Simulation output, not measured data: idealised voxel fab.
Process module under the name voxel released beams
We display cut, a cross-section 185 nm in width whose square cells are each 5 nm.
A cross-section in this document is a grid of square cells, and it is written down as bands, the top band listed before the ones below it; a band is made up of one or more rows of cells.
Band: top height; bottom height; in nm. Then, left to right: material with width in nm, for each material. "edge to edge": a single material spanning edge to edge. "blank": empty space.
The level at which height equals 0 is the one under which the wafer, as it arrives, is entirely one material. No lower edge exists for the bottom band, which continues downward and is notated as in "from 0 down".
Width "30 to 40": first value at the band's top row of cells, second value at its bottom row, equal change from row to row.
Given "stayed the same" for a step, no cell of the cross-section differs between before and after that step.
For the entry "Closed internal cavities", the listed items are empty spaces with no open way to the top whose size is 8 cells or more; each item follows the pattern width x height at distance, where distance is from the left edge and all three are in nm.
Anything after a step's settings on that line? It's the simulator's own note about the step.
Steps that use a mask can have "overlay nm" on their line. It says how far the mask sat to the right of where it was meant to be. Negative means to the left.
-- The steps planned for the process are as follows
1. RECEIVE, material Si
2. CONFORMAL_DEP, material SiN, thk nm 5
3. DIRECTIONAL_DEP, material SiO2, thk nm 20
4. MASKED_ETCH, tone open, mask id ANCHOR, width nm 35, etch materials SiO2, depth nm 20, overlay nm 0
5. CONFORMAL_DEP, material W, thk nm 10
6. PATTERN, tone cover, mask id BEAM, material resist, width nm 105, thk nm 20, overlay nm 0
7. DIRECTIONAL_ETCH, etch materials W, depth nm 10
8. STRIP, etch materials resist
9. STRIP, etch materials SiO2
-- Incoming wafer, cross-sectional view, post step 1
from 0 down = Si edge to edge
Closed internal cavities: none
-- a wafer at the end: this start, this plan, one mistake
from 35 to 25 = 35 of blank, then 10 of W, then 25 of blank, then 70 of W, then 45 of blank
from 25 to 15 = 35 of blank, then 10 of W, then 25 of blank, then 10 of W, then 105 of blank
from 15 to 5 = 35 of blank, then 45 of W, then 105 of blank
from 5 to 0 = SiN edge to edge
from 0 down = Si edge to edge
Closed internal cavities: none
What was the processing mistake? heads up, step 4 didn't go per plan, it actually ran as MASKED_ETCH, tone open, mask id ANCHOR, width nm 45, etch materials SiO2, depth nm 20, overlay nm 0
